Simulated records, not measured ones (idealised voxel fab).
Name of the process module below: voxel trench capacitor
Section shown: cut. Width: 260 nm. Cell size: 5 nm, square.
The cross-sections in this document take the form of a grid made of square cells. They are written out as bands, in order from top to bottom. Each band consists of one or more rows of cells.
Heads up on the band format: heights come first, top then bottom, in nm. After that it's the materials left to right, each with its width in nm. A single material flagged "edge to edge" fills the whole band edge to edge, and "empty" means there's empty space there.
Zero point of the height axis is 0; under it, received wafer = one material. Lowest band: continues down indefinitely, "z 0 and below".
Width "30->40": first value at the band's top row of cells, second value at its bottom row, equal change from row to row.
For the purposes of this document, the phrase "nothing different" attached to a step denotes that no cell within the cross-section was modified by that step.
What "Unvented internal voids" gives you is every empty space of 8 cells or more that is cut off from the top. Each appears as width x height at distance, with the distance taken from the left edge and width, height and distance all in nm.
Whatever follows a step's settings on its line is a remark the simulator itself makes about that step.
A step's line can hold "overlay nm"; with a mask on that step, the setting says how far right of the planned place the mask lay, while a negative setting says it lay to the left.
[The process steps that were planned are listed below]
1: RECEIVE, material Si
2: CONFORMAL_DEP, material SiN, thk nm 10
3: DIRECTIONAL_DEP, material aC, thk nm 15
4: PATTERN, tone open, mask id TRENCH, material resist, width nm 30, pitch nm 55, thk nm 30, overlay nm 0
5: DIRECTIONAL_ETCH, etch materials aC, depth nm 15
6: STRIP, etch materials resist
7: DIRECTIONAL_ETCH, etch materials SiN, depth nm 10
8: DIRECTIONAL_ETCH, etch materials Si, depth nm 30
9: STRIP, etch materials aC
10: CONFORMAL_DEP, material HfO2, thk nm 5
11: CONFORMAL_DEP, material TiN, thk nm 5
12: FILL_DEP, material W, thk nm 10
13: CMP, height nm 10
[As received (post step 1): cross-section]
    z 0 and below | Si edge to edge
    Unvented internal voids: none
[Same starting wafer, same plan as above, one mistake in the execution; this is the cross-section at the end of the module]
    z 10 to 0 | SiN 20, HfO2 5, TiN 5, W 10, TiN 5, HfO2 5, SiN 25, HfO2 5, TiN 5, W 10, TiN 5, HfO2 5, SiN 25, HfO2 5, TiN 5, W 10, TiN 5, HfO2 5, SiN 25, HfO2 5, TiN 5, W 10, TiN 5, HfO2 5, SiN 45
    z 0 to -20 | Si 20, HfO2 5, TiN 5, W 10, TiN 5, HfO2 5, Si 25, HfO2 5, TiN 5, W 10, TiN 5, HfO2 5, Si 25, HfO2 5, TiN 5, W 10, TiN 5, HfO2 5, Si 25, HfO2 5, TiN 5, W 10, TiN 5, HfO2 5, Si 45
    z -20 to -25 | Si 20, HfO2 5, TiN 20, HfO2 5, Si 25, HfO2 5, TiN 20, HfO2 5, Si 25, HfO2 5, TiN 20, HfO2 5, Si 25, HfO2 5, TiN 20, HfO2 5, Si 45
    z -25 to -30 | Si 20, HfO2 30, Si 25, HfO2 30, Si 25, HfO2 30, Si 25, HfO2 30, Si 45
    z -30 and below | Si edge to edge
    Unvented internal voids: none
Deviation noted in wafer processing: step 4 ran differently from the plan; actual operation with settings: PATTERN, tone open, mask id TRENCH, material resist, width nm 30, pitch nm 55, thk nm 30, overlay nm -10
